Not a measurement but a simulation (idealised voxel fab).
Process module name: voxel air gaps
The figure presents cross-section cut, which has a width of 175 nm and is divided into square cells with an edge length of 5 nm.
How to read a cross-section here: the picture is a grid of square cells, written as bands going from the top down, and any band can span one or more rows of cells.
This entry defines a band. It first specifies the height of the band's top and the height of its bottom in nm, and then specifies the band's materials from left to right, stating each material with its width in nm. The word "full width" identifies a single material that fills the band from edge to edge, while the word "air" identifies empty space.
A quick word on heights: they are counted from 0, and under that level the wafer as it came to us is one material throughout. The lowest band is different from the rest in having no bottom; it simply continues downward, written as in "0 down".
A width such as "30..40" changes by the same amount from each row of cells to the next, from the band's top row to its bottom row.
Where a step carries "nothing changed", the cross-section came out of it unchanged, cell for cell.
Empty spaces counting at least 8 cells and having no open way to the top are listed in "Sealed void list". The notation width x height at distance is used for each, the distance being from the left edge and all three values in nm.
The remark found on a step's line after its settings is issued by the simulator itself and pertains to that step.
The optional step-line setting "overlay nm" applies to steps with a mask and quantifies how far to the right of its planned location the mask lay, a negative value indicating leftward placement.

Steps planned for the process:
1 op RECEIVE | material Si
2 op CONFORMAL_DEP | material SiO2 | thk nm 15
3 op CONFORMAL_DEP | material SiCN | thk nm 5
4 op DIRECTIONAL_DEP | material SiO2 | thk nm 30
5 op MASKED_ETCH | tone open | mask id LINES | width nm 20 | pitch nm 45 | etch materials SiO2 | depth nm 30 | overlay nm 0
6 op CONFORMAL_DEP | material TiN | thk nm 5
7 op FILL_DEP | material Cu | thk nm 10
8 op CMP | height nm 50
9 op EPI | material Ru | thk nm 10
10 op SELECTIVE_ETCH | etch materials SiO2 | depth nm 40
11 op CONFORMAL_DEP | material SiCN | thk nm 5

The first of two wafers, run as planned:

This is the cross-section of the wafer as we received it, i.e. after step 1:
0 down | Si full width
Sealed void list: none

After step 2, in cross-section:
15 to 0 | SiO2 full width
Whatever lies below 0 is exactly as it was before.

After step 3, in cross-section:
20 to 15 | SiCN full width
Whatever lies below 15 is exactly as it was before.

After step 4, in cross-section:
50 to 20 | SiO2 full width
Whatever lies below 20 is exactly as it was before.

After step 5, in cross-section:
50 to 20 | 30 nm SiO2  20 nm air  25 nm SiO2  20 nm air  25 nm SiO2  20 nm air  35 nm SiO2
Whatever lies below 20 is exactly as it was before.

After step 6, in cross-section:
55 to 50 | 35 nm TiN  10 nm air  35 nm TiN  10 nm air  35 nm TiN  10 nm air  40 nm TiN
50 to 25 | 30 nm SiO2  5 nm TiN  10 nm air  5 nm TiN  25 nm SiO2  5 nm TiN  10 nm air  5 nm TiN  25 nm SiO2  5 nm TiN  10 nm air  5 nm TiN  35 nm SiO2
25 to 20 | 30 nm SiO2  20 nm TiN  25 nm SiO2  20 nm TiN  25 nm SiO2  20 nm TiN  35 nm SiO2
Whatever lies below 20 is exactly as it was before.

After step 7, in cross-section:
65 to 55 | Cu full width
55 to 50 | 35 nm TiN  10 nm Cu  35 nm TiN  10 nm Cu  35 nm TiN  10 nm Cu  40 nm TiN
50 to 25 | 30 nm SiO2  5 nm TiN  10 nm Cu  5 nm TiN  25 nm SiO2  5 nm TiN  10 nm Cu  5 nm TiN  25 nm SiO2  5 nm TiN  10 nm Cu  5 nm TiN  35 nm SiO2
Whatever lies below 25 is exactly as it was before.

After step 8, in cross-section:
50 to 25 | 30 nm SiO2  5 nm TiN  10 nm Cu  5 nm TiN  25 nm SiO2  5 nm TiN  10 nm Cu  5 nm TiN  25 nm SiO2  5 nm TiN  10 nm Cu  5 nm TiN  35 nm SiO2
Whatever lies below 25 is exactly as it was before.

After step 9, in cross-section:
60 to 50 | 20 nm air  40 nm Ru  5 nm air  40 nm Ru  5 nm air  40 nm Ru  25 nm air
Whatever lies below 50 is exactly as it was before.

After step 10, in cross-section:
60 to 50 | 20 nm air  40 nm Ru  5 nm air  40 nm Ru  5 nm air  40 nm Ru  25 nm air
50 to 25 | 30 nm air  5 nm TiN  10 nm Cu  5 nm TiN  25 nm air  5 nm TiN  10 nm Cu  5 nm TiN  25 nm air  5 nm TiN  10 nm Cu  5 nm TiN  35 nm air
25 to 20 | 30 nm air  20 nm TiN  25 nm air  20 nm TiN  25 nm air  20 nm TiN  35 nm air
Whatever lies below 20 is exactly as it was before.

After step 11, in cross-section:
65 to 60 | 15 nm air  140 nm SiCN  20 nm air
60 to 50 | 15 nm air  5 nm SiCN  40 nm Ru  5 nm SiCN  40 nm Ru  5 nm SiCN  40 nm Ru  5 nm SiCN  20 nm air
50 to 45 | 15 nm air  15 nm SiCN  5 nm TiN  10 nm Cu  5 nm TiN  25 nm SiCN  5 nm TiN  10 nm Cu  5 nm TiN  25 nm SiCN  5 nm TiN  10 nm Cu  5 nm TiN  15 nm SiCN  20 nm air
45 to 25 | 25 nm air  5 nm SiCN  5 nm TiN  10 nm Cu  5 nm TiN  5 nm SiCN  15 nm air  5 nm SiCN  5 nm TiN  10 nm Cu  5 nm TiN  5 nm SiCN  15 nm air  5 nm SiCN  5 nm TiN  10 nm Cu  5 nm TiN  5 nm SiCN  30 nm air
25 to 20 | 30 nm SiCN  20 nm TiN  25 nm SiCN  20 nm TiN  25 nm SiCN  20 nm TiN  35 nm SiCN
Whatever lies below 20 is exactly as it was before.
Sealed void list: 15 x 20 at 55; 15 x 20 at 100

Notes, second wafer: start = first wafer's, plan = first wafer's, execution had one mistake; history identical to first through step 7:

Cross-section of the second wafer when, according to plan, step 8 should have finished: nothing changed

Cross-section of the second wafer when, according to plan, step 9 should have finished:
75 to 65 | Ru full width
Whatever lies below 65 is exactly as it was before.

Cross-section of the second wafer when, according to plan, step 10 should have finished: nothing changed

Cross-section of the second wafer when, according to plan, step 11 should have finished:
80 to 75 | SiCN full width
Whatever lies below 75 is exactly as it was before.
Want to know what went wrong? the plan's step 8 went unexecuted, having been skipped
FYI, end of process, the second wafer has more or fewer cells of some materials than the first: +76 Cu, +22 Ru, -64 SiCN, +138 SiO2, +29 TiN
Note - end result: 2 closed voids (first wafer), 0 closed voids (second wafer).
